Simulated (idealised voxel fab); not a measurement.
You're looking at the process module voxel transistor to metal.
The figure presents cross-section cut, which has a width of 190 nm and is divided into square cells with an edge length of 5 nm.
A cross-section is written here as square cells arranged in a grid, and it is given in bands from the top down, each band taking up one or more rows of cells.
Band: top height; bottom height; in nm. Then, left to right: material with width in nm, for each material. "full width": a single material spanning edge to edge. "empty": empty space.
Convention: height 0 is the level below which the wafer, as received, is all one material. The lowest band does not terminate at the bottom but continues downward, represented as "0 down".
The width entry "30 to 40" should be interpreted row by row: the top row of cells in the band takes the first number, the bottom row takes the second number, and the change between adjacent rows is uniform throughout.
Key: "remains unaltered" - step with no changed cell in the cross-section.
The entry titled "Internal closed voids" provides the empty spaces that have no open way to the top, restricted to those of 8 cells or more. Each is presented as width x height at distance, the distance being measured from the left edge, with all three in nm.
What comes after the settings on a step's line is commentary from the simulator itself on that step.
If you see "overlay nm" on a step's line and that step has a mask, it's telling you how far right of where it was planned the mask ended up; a negative number means it went left instead.
-- plan
step 1: RECEIVE: material Si
step 2: OXIDIZE: depth nm 5
step 3: CONFORMAL_DEP: material SiN, thk nm 10
step 4: PATTERN: tone cover, mask id ACTIVE, material resist, width nm 120, thk nm 20, overlay nm 0
step 5: DIRECTIONAL_ETCH: etch materials SiN, depth nm 10
step 6: DIRECTIONAL_ETCH: etch materials SiO2, depth nm 5
step 7: DIRECTIONAL_ETCH: etch materials Si, depth nm 20
step 8: STRIP: etch materials resist
step 9: FILL_DEP: material SiO2, thk nm 15
step 10: CMP: height nm 10
step 11: SELECTIVE_ETCH: etch materials SiO2, depth nm 5
step 12: STRIP: etch materials SiN
step 13: SELECTIVE_ETCH: etch materials SiO2, depth nm 5
step 14: OXIDIZE: depth nm 5
step 15: DIRECTIONAL_DEP: material polySi, thk nm 20
step 16: DIRECTIONAL_DEP: material SiCN, thk nm 10
step 17: DIRECTIONAL_DEP: material aC, thk nm 15
step 18: PATTERN: tone cover, mask id GATE, material resist, width nm 30, thk nm 30, overlay nm 0
step 19: DIRECTIONAL_ETCH: etch materials aC, depth nm 15
step 20: STRIP: etch materials resist
step 21: DIRECTIONAL_ETCH: etch materials SiCN, depth nm 20
step 22: DIRECTIONAL_ETCH: etch materials polySi, depth nm 30
step 23: STRIP: etch materials aC
step 24: CONFORMAL_DEP: material SiN, thk nm 5
step 25: DIRECTIONAL_ETCH: etch materials SiN, depth nm 5
step 26: DIRECTIONAL_ETCH: etch materials SiO2, depth nm 5
step 27: DIRECTIONAL_ETCH: etch materials Si, depth nm 10
step 28: EPI: material pSi, thk nm 10
step 29: FILL_DEP: material SiO2, thk nm 5
step 30: CMP: height nm 15
step 31: STRIP: etch materials polySi
step 32: SELECTIVE_ETCH: etch materials SiO2, depth nm 5
step 33: CONFORMAL_DEP: material HfO2, thk nm 5
step 34: CONFORMAL_DEP: material TiN, thk nm 5
step 35: FILL_DEP: material W, thk nm 5
step 36: CMP: height nm 10
step 37: DIRECTIONAL_DEP: material SiO2, thk nm 10
step 38: PATTERN: tone open, mask id CONTACT, material resist, width nm 15, pitch nm 85, thk nm 20, overlay nm 0
step 39: DIRECTIONAL_ETCH: etch materials SiO2, depth nm 30
step 40: STRIP: etch materials resist
step 41: CONFORMAL_DEP: material TiN, thk nm 5
step 42: FILL_DEP: material W, thk nm 5
step 43: CMP: height nm 20
step 44: CONFORMAL_DEP: material SiCN, thk nm 5
step 45: DIRECTIONAL_DEP: material SiO2, thk nm 15
step 46: PATTERN: tone open, mask id METAL_1, material resist, width nm 15, pitch nm 85, thk nm 20, overlay nm 0
step 47: DIRECTIONAL_ETCH: etch materials SiO2, depth nm 15
step 48: DIRECTIONAL_ETCH: etch materials SiCN, depth nm 5
step 49: STRIP: etch materials resist
step 50: CONFORMAL_DEP: material TiN, thk nm 5
step 51: FILL_DEP: material W, thk nm 5
step 52: CMP: height nm 40
step 53: CONFORMAL_DEP: material SiCN, thk nm 5
step 54: DIRECTIONAL_DEP: material lowk, thk nm 25
step 55: DIRECTIONAL_DEP: material aC, thk nm 15
step 56: PATTERN: tone open, mask id METAL_2, material resist, width nm 15, pitch nm 85, thk nm 30, overlay nm 0
step 57: DIRECTIONAL_ETCH: etch materials aC, depth nm 15
step 58: STRIP: etch materials resist
step 59: DIRECTIONAL_ETCH: etch materials lowk, depth nm 15
step 60: STRIP: etch materials aC
step 61: PATTERN: tone open, mask id METAL_2_HOLES, material resist, width nm 15, pitch nm 85, thk nm 20, overlay nm 0
step 62: DIRECTIONAL_ETCH: etch materials lowk, depth nm 10
step 63: DIRECTIONAL_ETCH: etch materials SiCN, depth nm 5
step 64: STRIP: etch materials resist
step 65: CONFORMAL_DEP: material TiN, thk nm 5
step 66: FILL_DEP: material Cu, thk nm 10
step 67: CMP: height nm 70
step 68: CONFORMAL_DEP: material SiN, thk nm 5
-- Account of the first of two wafers, which was processed as intended
-- Cross-section of the wafer upon arrival, representing the state reached after step 1
0 down: Si full width
Internal closed voids: none
-- Cross-section of the wafer subsequent to step 2
0 to -5: SiO2 full width
Whatever lies below -5 is exactly as it was before.
-- Cross-section of the wafer subsequent to step 3
10 to 0: SiN full width
Whatever lies below 0 is exactly as it was before.
-- Cross-section of the wafer subsequent to step 4
30 to 10: empty: 35 | resist: 120 | empty: 35
Whatever lies below 10 is exactly as it was before.
-- Cross-section of the wafer subsequent to step 5
30 to 10: empty: 35 | resist: 120 | empty: 35
10 to 0: empty: 35 | SiN: 120 | empty: 35
Whatever lies below 0 is exactly as it was before.
-- Cross-section of the wafer subsequent to step 6
30 to 10: empty: 35 | resist: 120 | empty: 35
10 to 0: empty: 35 | SiN: 120 | empty: 35
0 to -5: empty: 35 | SiO2: 120 | empty: 35
Whatever lies below -5 is exactly as it was before.
-- Cross-section of the wafer subsequent to step 7
30 to 10: empty: 35 | resist: 120 | empty: 35
10 to 0: empty: 35 | SiN: 120 | empty: 35
0 to -5: empty: 35 | SiO2: 120 | empty: 35
-5 to -25: empty: 35 | Si: 120 | empty: 35
Whatever lies below -25 is exactly as it was before.
-- Cross-section of the wafer subsequent to step 8
10 to 0: empty: 35 | SiN: 120 | empty: 35
Whatever lies below 0 is exactly as it was before.
-- Cross-section of the wafer subsequent to step 9
25 to 10: SiO2 full width
10 to 0: SiO2: 35 | SiN: 120 | SiO2: 35
0 to -5: SiO2 full width
-5 to -25: SiO2: 35 | Si: 120 | SiO2: 35
Whatever lies below -25 is exactly as it was before.
-- Cross-section of the wafer subsequent to step 10
10 to 0: SiO2: 35 | SiN: 120 | SiO2: 35
Whatever lies below 0 is exactly as it was before.
-- Cross-section of the wafer subsequent to step 11
10 to 5: empty: 35 | SiN: 120 | empty: 35
Whatever lies below 5 is exactly as it was before.
-- Cross-section of the wafer subsequent to step 12
5 to 0: SiO2: 35 | empty: 120 | SiO2: 35
Whatever lies below 0 is exactly as it was before.
-- Cross-section of the wafer subsequent to step 13
0 to -5: SiO2: 30 | empty: 130 | SiO2: 30
Whatever lies below -5 is exactly as it was before.
-- Cross-section of the wafer subsequent to step 14
0 to -5: SiO2: 30 | empty: 130 | SiO2: 30
-5 to -10: SiO2 full width
Whatever lies below -10 is exactly as it was before.
-- Cross-section of the wafer subsequent to step 15
20 to 15: polySi: 30 | empty: 130 | polySi: 30
15 to 0: polySi full width
0 to -5: SiO2: 30 | polySi: 130 | SiO2: 30
Whatever lies below -5 is exactly as it was before.
-- Cross-section of the wafer subsequent to step 16
30 to 25: SiCN: 30 | empty: 130 | SiCN: 30
25 to 20: SiCN full width
20 to 15: polySi: 30 | SiCN: 130 | polySi: 30
Whatever lies below 15 is exactly as it was before.
-- Cross-section of the wafer subsequent to step 17
45 to 40: aC: 30 | empty: 130 | aC: 30
40 to 30: aC full width
30 to 25: SiCN: 30 | aC: 130 | SiCN: 30
Whatever lies below 25 is exactly as it was before.
-- Cross-section of the wafer subsequent to step 18
75 to 45: empty: 80 | resist: 30 | empty: 80
45 to 40: aC: 30 | empty: 50 | resist: 30 | empty: 50 | aC: 30
Whatever lies below 40 is exactly as it was before.
-- Cross-section of the wafer subsequent to step 19
60 to 40: empty: 80 | resist: 30 | empty: 80
40 to 30: empty: 80 | aC: 30 | empty: 80
30 to 25: SiCN: 30 | empty: 50 | aC: 30 | empty: 50 | SiCN: 30
Whatever lies below 25 is exactly as it was before.
-- Cross-section of the wafer subsequent to step 20
40 to 30: empty: 80 | aC: 30 | empty: 80
Whatever lies below 30 is exactly as it was before.
-- Cross-section of the wafer subsequent to step 21
40 to 25: empty: 80 | aC: 30 | empty: 80
25 to 20: empty: 80 | SiCN: 30 | empty: 80
20 to 15: polySi: 30 | empty: 50 | SiCN: 30 | empty: 50 | polySi: 30
Whatever lies below 15 is exactly as it was before.
-- Cross-section of the wafer subsequent to step 22
40 to 25: empty: 80 | aC: 30 | empty: 80
25 to 15: empty: 80 | SiCN: 30 | empty: 80
15 to 0: empty: 80 | polySi: 30 | empty: 80
0 to -5: SiO2: 30 | empty: 50 | polySi: 30 | empty: 50 | SiO2: 30
Whatever lies below -5 is exactly as it was before.
-- Cross-section of the wafer subsequent to step 23
25 to 15: empty: 80 | SiCN: 30 | empty: 80
Whatever lies below 15 is exactly as it was before.
-- Cross-section of the wafer subsequent to step 24
30 to 25: empty: 75 | SiN: 40 | empty: 75
25 to 15: empty: 75 | SiN: 5 | SiCN: 30 | SiN: 5 | empty: 75
15 to 5: empty: 75 | SiN: 5 | polySi: 30 | SiN: 5 | empty: 75
5 to 0: SiN: 35 | empty: 40 | SiN: 5 | polySi: 30 | SiN: 5 | empty: 40 | SiN: 35
0 to -5: SiO2: 30 | SiN: 50 | polySi: 30 | SiN: 50 | SiO2: 30
Whatever lies below -5 is exactly as it was before.
-- Cross-section of the wafer subsequent to step 25
25 to 15: empty: 75 | SiN: 5 | SiCN: 30 | SiN: 5 | empty: 75
15 to 0: empty: 75 | SiN: 5 | polySi: 30 | SiN: 5 | empty: 75
0 to -5: SiO2: 30 | SiN: 5 | empty: 40 | SiN: 5 | polySi: 30 | SiN: 5 | empty: 40 | SiN: 5 | SiO2: 30
Whatever lies below -5 is exactly as it was before.
-- Cross-section of the wafer subsequent to step 26
25 to 15: empty: 75 | SiN: 5 | SiCN: 30 | SiN: 5 | empty: 75
15 to 0: empty: 75 | SiN: 5 | polySi: 30 | SiN: 5 | empty: 75
0 to -5: empty: 30 | SiN: 5 | empty: 40 | SiN: 5 | polySi: 30 | SiN: 5 | empty: 40 | SiN: 5 | empty: 30
-5 to -10: SiO2: 35 | empty: 40 | SiO2: 40 | empty: 40 | SiO2: 35
Whatever lies below -10 is exactly as it was before.
-- Cross-section of the wafer subsequent to step 27
25 to 15: empty: 75 | SiN: 5 | SiCN: 30 | SiN: 5 | empty: 75
15 to 0: empty: 75 | SiN: 5 | polySi: 30 | SiN: 5 | empty: 75
0 to -5: empty: 30 | SiN: 5 | empty: 40 | SiN: 5 | polySi: 30 | SiN: 5 | empty: 40 | SiN: 5 | empty: 30
-5 to -10: SiO2: 35 | empty: 40 | SiO2: 40 | empty: 40 | SiO2: 35
-10 to -20: SiO2: 35 | empty: 40 | Si: 40 | empty: 40 | SiO2: 35
Whatever lies below -20 is exactly as it was before.
-- Cross-section of the wafer subsequent to step 28
25 to 15: empty: 75 | SiN: 5 | SiCN: 30 | SiN: 5 | empty: 75
15 to 0: empty: 75 | SiN: 5 | polySi: 30 | SiN: 5 | empty: 75
0 to -5: empty: 30 | SiN: 5 | empty: 30 | pSi: 10 | SiN: 5 | polySi: 30 | SiN: 5 | pSi: 10 | empty: 30 | SiN: 5 | empty: 30
-5 to -10: SiO2: 35 | empty: 30 | pSi: 10 | SiO2: 40 | pSi: 10 | empty: 30 | SiO2: 35
-10 to -20: SiO2: 35 | pSi: 40 | Si: 40 | pSi: 40 | SiO2: 35
Whatever lies below -20 is exactly as it was before.
-- Cross-section of the wafer subsequent to step 29
30 to 25: SiO2 full width
25 to 15: SiO2: 75 | SiN: 5 | SiCN: 30 | SiN: 5 | SiO2: 75
15 to 0: SiO2: 75 | SiN: 5 | polySi: 30 | SiN: 5 | SiO2: 75
0 to -5: SiO2: 30 | SiN: 5 | SiO2: 30 | pSi: 10 | SiN: 5 | polySi: 30 | SiN: 5 | pSi: 10 | SiO2: 30 | SiN: 5 | SiO2: 30
-5 to -10: SiO2: 65 | pSi: 10 | SiO2: 40 | pSi: 10 | SiO2: 65
Whatever lies below -10 is exactly as it was before.
-- Cross-section of the wafer subsequent to step 30
15 to 0: SiO2: 75 | SiN: 5 | polySi: 30 | SiN: 5 | SiO2: 75
Whatever lies below 0 is exactly as it was before.
-- Cross-section of the wafer subsequent to step 31
15 to 0: SiO2: 75 | SiN: 5 | empty: 30 | SiN: 5 | SiO2: 75
0 to -5: SiO2: 30 | SiN: 5 | SiO2: 30 | pSi: 10 | SiN: 5 | empty: 30 | SiN: 5 | pSi: 10 | SiO2: 30 | SiN: 5 | SiO2: 30
Whatever lies below -5 is exactly as it was before.
-- Cross-section of the wafer subsequent to step 32
15 to 10: empty: 75 | SiN: 5 | empty: 30 | SiN: 5 | empty: 75
10 to 0: SiO2: 75 | SiN: 5 | empty: 30 | SiN: 5 | SiO2: 75
0 to -5: SiO2: 30 | SiN: 5 | SiO2: 30 | pSi: 10 | SiN: 5 | empty: 30 | SiN: 5 | pSi: 10 | SiO2: 30 | SiN: 5 | SiO2: 30
-5 to -10: SiO2: 65 | pSi: 10 | empty: 40 | pSi: 10 | SiO2: 65
Whatever lies below -10 is exactly as it was before.
-- Cross-section of the wafer subsequent to step 33
20 to 15: empty: 70 | HfO2: 15 | empty: 20 | HfO2: 15 | empty: 70
15 to 10: HfO2: 75 | SiN: 5 | HfO2: 5 | empty: 20 | HfO2: 5 | SiN: 5 | HfO2: 75
10 to 0: SiO2: 75 | SiN: 5 | HfO2: 5 | empty: 20 | HfO2: 5 | SiN: 5 | SiO2: 75
0 to -5: SiO2: 30 | SiN: 5 | SiO2: 30 | pSi: 10 | SiN: 5 | HfO2: 5 | empty: 20 | HfO2: 5 | SiN: 5 | pSi: 10 | SiO2: 30 | SiN: 5 | SiO2: 30
-5 to -10: SiO2: 65 | pSi: 10 | HfO2: 40 | pSi: 10 | SiO2: 65
Whatever lies below -10 is exactly as it was before.
-- Cross-section of the wafer subsequent to step 34
25 to 20: empty: 65 | TiN: 25 | empty: 10 | TiN: 25 | empty: 65
20 to 15: TiN: 70 | HfO2: 15 | TiN: 5 | empty: 10 | TiN: 5 | HfO2: 15 | TiN: 70
15 to 10: HfO2: 75 | SiN: 5 | HfO2: 5 | TiN: 5 | empty: 10 | TiN: 5 | HfO2: 5 | SiN: 5 | HfO2: 75
10 to 0: SiO2: 75 | SiN: 5 | HfO2: 5 | TiN: 5 | empty: 10 | TiN: 5 | HfO2: 5 | SiN: 5 | SiO2: 75
0 to -5: SiO2: 30 | SiN: 5 | SiO2: 30 | pSi: 10 | SiN: 5 | HfO2: 5 | TiN: 20 | HfO2: 5 | SiN: 5 | pSi: 10 | SiO2: 30 | SiN: 5 | SiO2: 30
Whatever lies below -5 is exactly as it was before.
-- Cross-section of the wafer subsequent to step 35
30 to 25: W full width
25 to 20: W: 65 | TiN: 25 | W: 10 | TiN: 25 | W: 65
20 to 15: TiN: 70 | HfO2: 15 | TiN: 5 | W: 10 | TiN: 5 | HfO2: 15 | TiN: 70
15 to 10: HfO2: 75 | SiN: 5 | HfO2: 5 | TiN: 5 | W: 10 | TiN: 5 | HfO2: 5 | SiN: 5 | HfO2: 75
10 to 0: SiO2: 75 | SiN: 5 | HfO2: 5 | TiN: 5 | W: 10 | TiN: 5 | HfO2: 5 | SiN: 5 | SiO2: 75
Whatever lies below 0 is exactly as it was before.
-- Cross-section of the wafer subsequent to step 36
10 to 0: SiO2: 75 | SiN: 5 | HfO2: 5 | TiN: 5 | W: 10 | TiN: 5 | HfO2: 5 | SiN: 5 | SiO2: 75
Whatever lies below 0 is exactly as it was before.
-- Cross-section of the wafer subsequent to step 37
20 to 10: SiO2 full width
Whatever lies below 10 is exactly as it was before.
-- Cross-section of the wafer subsequent to step 38
40 to 20: resist: 45 | empty: 15 | resist: 70 | empty: 15 | resist: 45
Whatever lies below 20 is exactly as it was before.
-- Cross-section of the wafer subsequent to step 39
40 to 20: resist: 45 | empty: 15 | resist: 70 | empty: 15 | resist: 45
20 to 10: SiO2: 45 | empty: 15 | SiO2: 70 | empty: 15 | SiO2: 45
10 to 0: SiO2: 45 | empty: 15 | SiO2: 15 | SiN: 5 | HfO2: 5 | TiN: 5 | W: 10 | TiN: 5 | HfO2: 5 | SiN: 5 | SiO2: 15 | empty: 15 | SiO2: 45
0 to -5: SiO2: 30 | SiN: 5 | SiO2: 10 | empty: 15 | SiO2: 5 | pSi: 10 | SiN: 5 | HfO2: 5 | TiN: 20 | HfO2: 5 | SiN: 5 | pSi: 10 | SiO2: 5 | empty: 15 | SiO2: 10 | SiN: 5 | SiO2: 30
-5 to -10: SiO2: 45 | empty: 15 | SiO2: 5 | pSi: 10 | HfO2: 40 | pSi: 10 | SiO2: 5 | empty: 15 | SiO2: 45
Whatever lies below -10 is exactly as it was before.
-- Cross-section of the wafer subsequent to step 40
20 to 10: SiO2: 45 | empty: 15 | SiO2: 70 | empty: 15 | SiO2: 45
Whatever lies below 10 is exactly as it was before.
-- Cross-section of the wafer subsequent to step 41
25 to 20: TiN: 50 | empty: 5 | TiN: 80 | empty: 5 | TiN: 50
20 to 10: SiO2: 45 | TiN: 5 | empty: 5 | TiN: 5 | SiO2: 70 | TiN: 5 | empty: 5 | TiN: 5 | SiO2: 45
10 to 0: SiO2: 45 | TiN: 5 | empty: 5 | TiN: 5 | SiO2: 15 | SiN: 5 | HfO2: 5 | TiN: 5 | W: 10 | TiN: 5 | HfO2: 5 | SiN: 5 | SiO2: 15 | TiN: 5 | empty: 5 | TiN: 5 | SiO2: 45
0 to -5: SiO2: 30 | SiN: 5 | SiO2: 10 | TiN: 5 | empty: 5 | TiN: 5 | SiO2: 5 | pSi: 10 | SiN: 5 | HfO2: 5 | TiN: 20 | HfO2: 5 | SiN: 5 | pSi: 10 | SiO2: 5 | TiN: 5 | empty: 5 | TiN: 5 | SiO2: 10 | SiN: 5 | SiO2: 30
-5 to -10: SiO2: 45 | TiN: 15 | SiO2: 5 | pSi: 10 | HfO2: 40 | pSi: 10 | SiO2: 5 | TiN: 15 | SiO2: 45
Whatever lies below -10 is exactly as it was before.
-- Cross-section of the wafer subsequent to step 42
30 to 25: W full width
25 to 20: TiN: 50 | W: 5 | TiN: 80 | W: 5 | TiN: 50
20 to 10: SiO2: 45 | TiN: 5 | W: 5 | TiN: 5 | SiO2: 70 | TiN: 5 | W: 5 | TiN: 5 | SiO2: 45
10 to 0: SiO2: 45 | TiN: 5 | W: 5 | TiN: 5 | SiO2: 15 | SiN: 5 | HfO2: 5 | TiN: 5 | W: 10 | TiN: 5 | HfO2: 5 | SiN: 5 | SiO2: 15 | TiN: 5 | W: 5 | TiN: 5 | SiO2: 45
0 to -5: SiO2: 30 | SiN: 5 | SiO2: 10 | TiN: 5 | W: 5 | TiN: 5 | SiO2: 5 | pSi: 10 | SiN: 5 | HfO2: 5 | TiN: 20 | HfO2: 5 | SiN: 5 | pSi: 10 | SiO2: 5 | TiN: 5 | W: 5 | TiN: 5 | SiO2: 10 | SiN: 5 | SiO2: 30
Whatever lies below -5 is exactly as it was before.
-- Cross-section of the wafer subsequent to step 43
20 to 10: SiO2: 45 | TiN: 5 | W: 5 | TiN: 5 | SiO2: 70 | TiN: 5 | W: 5 | TiN: 5 | SiO2: 45
Whatever lies below 10 is exactly as it was before.
-- Cross-section of the wafer subsequent to step 44
25 to 20: SiCN full width
Whatever lies below 20 is exactly as it was before.
-- Cross-section of the wafer subsequent to step 45
40 to 25: SiO2 full width
Whatever lies below 25 is exactly as it was before.
-- Cross-section of the wafer subsequent to step 46
60 to 40: resist: 45 | empty: 15 | resist: 70 | empty: 15 | resist: 45
Whatever lies below 40 is exactly as it was before.
-- Cross-section of the wafer subsequent to step 47
60 to 40: resist: 45 | empty: 15 | resist: 70 | empty: 15 | resist: 45
40 to 25: SiO2: 45 | empty: 15 | SiO2: 70 | empty: 15 | SiO2: 45
Whatever lies below 25 is exactly as it was before.
-- Cross-section of the wafer subsequent to step 48
60 to 40: resist: 45 | empty: 15 | resist: 70 | empty: 15 | resist: 45
40 to 25: SiO2: 45 | empty: 15 | SiO2: 70 | empty: 15 | SiO2: 45
25 to 20: SiCN: 45 | empty: 15 | SiCN: 70 | empty: 15 | SiCN: 45
Whatever lies below 20 is exactly as it was before.
-- Cross-section of the wafer subsequent to step 49
40 to 25: SiO2: 45 | empty: 15 | SiO2: 70 | empty: 15 | SiO2: 45
Whatever lies below 25 is exactly as it was before.
-- Cross-section of the wafer subsequent to step 50
45 to 40: TiN: 50 | empty: 5 | TiN: 80 | empty: 5 | TiN: 50
40 to 25: SiO2: 45 | TiN: 5 | empty: 5 | TiN: 5 | SiO2: 70 | TiN: 5 | empty: 5 | TiN: 5 | SiO2: 45
25 to 20: SiCN: 45 | TiN: 15 | SiCN: 70 | TiN: 15 | SiCN: 45
Whatever lies below 20 is exactly as it was before.
-- Cross-section of the wafer subsequent to step 51
50 to 45: W full width
45 to 40: TiN: 50 | W: 5 | TiN: 80 | W: 5 | TiN: 50
40 to 25: SiO2: 45 | TiN: 5 | W: 5 | TiN: 5 | SiO2: 70 | TiN: 5 | W: 5 | TiN: 5 | SiO2: 45
Whatever lies below 25 is exactly as it was before.
-- Cross-section of the wafer subsequent to step 52
40 to 25: SiO2: 45 | TiN: 5 | W: 5 | TiN: 5 | SiO2: 70 | TiN: 5 | W: 5 | TiN: 5 | SiO2: 45
Whatever lies below 25 is exactly as it was before.
-- Cross-section of the wafer subsequent to step 53
45 to 40: SiCN full width
Whatever lies below 40 is exactly as it was before.
-- Cross-section of the wafer subsequent to step 54
70 to 45: lowk full width
Whatever lies below 45 is exactly as it was before.
-- Cross-section of the wafer subsequent to step 55
85 to 70: aC full width
Whatever lies below 70 is exactly as it was before.
-- Cross-section of the wafer subsequent to step 56
115 to 85: resist: 45 | empty: 15 | resist: 70 | empty: 15 | resist: 45
Whatever lies below 85 is exactly as it was before.
-- Cross-section of the wafer subsequent to step 57
100 to 85: resist: 45 | empty: 15 | resist: 70 | empty: 15 | resist: 45
85 to 70: aC: 45 | empty: 15 | aC: 70 | empty: 15 | aC: 45
Whatever lies below 70 is exactly as it was before.
-- Cross-section of the wafer subsequent to step 58
85 to 70: aC: 45 | empty: 15 | aC: 70 | empty: 15 | aC: 45
Whatever lies below 70 is exactly as it was before.
-- Cross-section of the wafer subsequent to step 59
85 to 70: aC: 45 | empty: 15 | aC: 70 | empty: 15 | aC: 45
70 to 55: lowk: 45 | empty: 15 | lowk: 70 | empty: 15 | lowk: 45
Whatever lies below 55 is exactly as it was before.
-- Cross-section of the wafer subsequent to step 60
70 to 55: lowk: 45 | empty: 15 | lowk: 70 | empty: 15 | lowk: 45
Whatever lies below 55 is exactly as it was before.
-- Cross-section of the wafer subsequent to step 61
90 to 70: resist: 45 | empty: 15 | resist: 70 | empty: 15 | resist: 45
Whatever lies below 70 is exactly as it was before.
-- Cross-section of the wafer subsequent to step 62
90 to 70: resist: 45 | empty: 15 | resist: 70 | empty: 15 | resist: 45
70 to 45: lowk: 45 | empty: 15 | lowk: 70 | empty: 15 | lowk: 45
Whatever lies below 45 is exactly as it was before.
-- Cross-section of the wafer subsequent to step 63
90 to 70: resist: 45 | empty: 15 | resist: 70 | empty: 15 | resist: 45
70 to 45: lowk: 45 | empty: 15 | lowk: 70 | empty: 15 | lowk: 45
45 to 40: SiCN: 45 | empty: 15 | SiCN: 70 | empty: 15 | SiCN: 45
Whatever lies below 40 is exactly as it was before.
-- Cross-section of the wafer subsequent to step 64
70 to 45: lowk: 45 | empty: 15 | lowk: 70 | empty: 15 | lowk: 45
Whatever lies below 45 is exactly as it was before.
-- Cross-section of the wafer subsequent to step 65
75 to 70: TiN: 50 | empty: 5 | TiN: 80 | empty: 5 | TiN: 50
70 to 45: lowk: 45 | TiN: 5 | empty: 5 | TiN: 5 | lowk: 70 | TiN: 5 | empty: 5 | TiN: 5 | lowk: 45
45 to 40: SiCN: 45 | TiN: 15 | SiCN: 70 | TiN: 15 | SiCN: 45
Whatever lies below 40 is exactly as it was before.
-- Cross-section of the wafer subsequent to step 66
85 to 75: Cu full width
75 to 70: TiN: 50 | Cu: 5 | TiN: 80 | Cu: 5 | TiN: 50
70 to 45: lowk: 45 | TiN: 5 | Cu: 5 | TiN: 5 | lowk: 70 | TiN: 5 | Cu: 5 | TiN: 5 | lowk: 45
Whatever lies below 45 is exactly as it was before.
-- Cross-section of the wafer subsequent to step 67
70 to 45: lowk: 45 | TiN: 5 | Cu: 5 | TiN: 5 | lowk: 70 | TiN: 5 | Cu: 5 | TiN: 5 | lowk: 45
Whatever lies below 45 is exactly as it was before.
-- Cross-section of the wafer subsequent to step 68
75 to 70: SiN full width
Whatever lies below 70 is exactly as it was before.
-- Second wafer - shared start and plan with the first - one error in running - same as the first up to step 60 inclusive
-- Cross-section of the second wafer when, according to plan, step 61 should have finished
90 to 70: resist: 50 | empty: 15 | resist: 70 | empty: 15 | resist: 40
70 to 55: lowk: 45 | resist: 5 | empty: 10 | lowk: 70 | resist: 5 | empty: 10 | lowk: 45
Whatever lies below 55 is exactly as it was before.
-- Cross-section of the second wafer when, according to plan, step 62 should have finished
90 to 70: resist: 50 | empty: 15 | resist: 70 | empty: 15 | resist: 40
70 to 60: lowk: 45 | resist: 5 | empty: 15 | lowk: 65 | resist: 5 | empty: 15 | lowk: 40
60 to 55: lowk: 45 | resist: 5 | empty: 10 | lowk: 70 | resist: 5 | empty: 10 | lowk: 45
55 to 45: lowk: 50 | empty: 10 | lowk: 75 | empty: 10 | lowk: 45
Whatever lies below 45 is exactly as it was before.
-- Cross-section of the second wafer when, according to plan, step 63 should have finished
90 to 70: resist: 50 | empty: 15 | resist: 70 | empty: 15 | resist: 40
70 to 60: lowk: 45 | resist: 5 | empty: 15 | lowk: 65 | resist: 5 | empty: 15 | lowk: 40
60 to 55: lowk: 45 | resist: 5 | empty: 10 | lowk: 70 | resist: 5 | empty: 10 | lowk: 45
55 to 45: lowk: 50 | empty: 10 | lowk: 75 | empty: 10 | lowk: 45
45 to 40: SiCN: 50 | empty: 10 | SiCN: 75 | empty: 10 | SiCN: 45
Whatever lies below 40 is exactly as it was before.
-- Cross-section of the second wafer when, according to plan, step 64 should have finished
70 to 60: lowk: 45 | empty: 20 | lowk: 65 | empty: 20 | lowk: 40
60 to 55: lowk: 45 | empty: 15 | lowk: 70 | empty: 15 | lowk: 45
Whatever lies below 55 is exactly as it was before.
-- Cross-section of the second wafer when, according to plan, step 65 should have finished
75 to 70: TiN: 50 | empty: 10 | TiN: 75 | empty: 10 | TiN: 45
70 to 60: lowk: 45 | TiN: 5 | empty: 10 to 5 | TiN: 5 to 10 | lowk: 65 | TiN: 5 | empty: 10 to 5 | TiN: 5 to 10 | lowk: 40
60 to 55: lowk: 45 | TiN: 15 | lowk: 70 | TiN: 15 | lowk: 45
55 to 45: lowk: 50 | TiN: 10 | lowk: 75 | TiN: 10 | lowk: 45
45 to 40: SiCN: 50 | TiN: 10 | SiCN: 75 | TiN: 10 | SiCN: 45
Whatever lies below 40 is exactly as it was before.
-- Cross-section of the second wafer when, according to plan, step 66 should have finished
85 to 75: Cu full width
75 to 70: TiN: 50 | Cu: 10 | TiN: 75 | Cu: 10 | TiN: 45
70 to 60: lowk: 45 | TiN: 5 | Cu: 10 to 5 | TiN: 5 to 10 | lowk: 65 | TiN: 5 | Cu: 10 to 5 | TiN: 5 to 10 | lowk: 40
Whatever lies below 60 is exactly as it was before.
-- Cross-section of the second wafer when, according to plan, step 67 should have finished
70 to 60: lowk: 45 | TiN: 5 | Cu: 10 to 5 | TiN: 5 to 10 | lowk: 65 | TiN: 5 | Cu: 10 to 5 | TiN: 5 to 10 | lowk: 40
Whatever lies below 60 is exactly as it was before.
-- Cross-section of the second wafer when, according to plan, step 68 should have finished
75 to 70: SiN full width
Whatever lies below 70 is exactly as it was before.
Heads up, the wafer didn't run the way we planned it: it should be noted that step 61 was executed with settings other than those planned, the operation and settings actually applied being PATTERN: tone open, mask id METAL_2_HOLES, material resist, width nm 15, pitch nm 85, thk nm 20, overlay nm 5
Final tally in cells, some materials are higher or lower on the second wafer than on the first: Cu: 4 fewer; SiCN: 2 more; TiN: 2 more
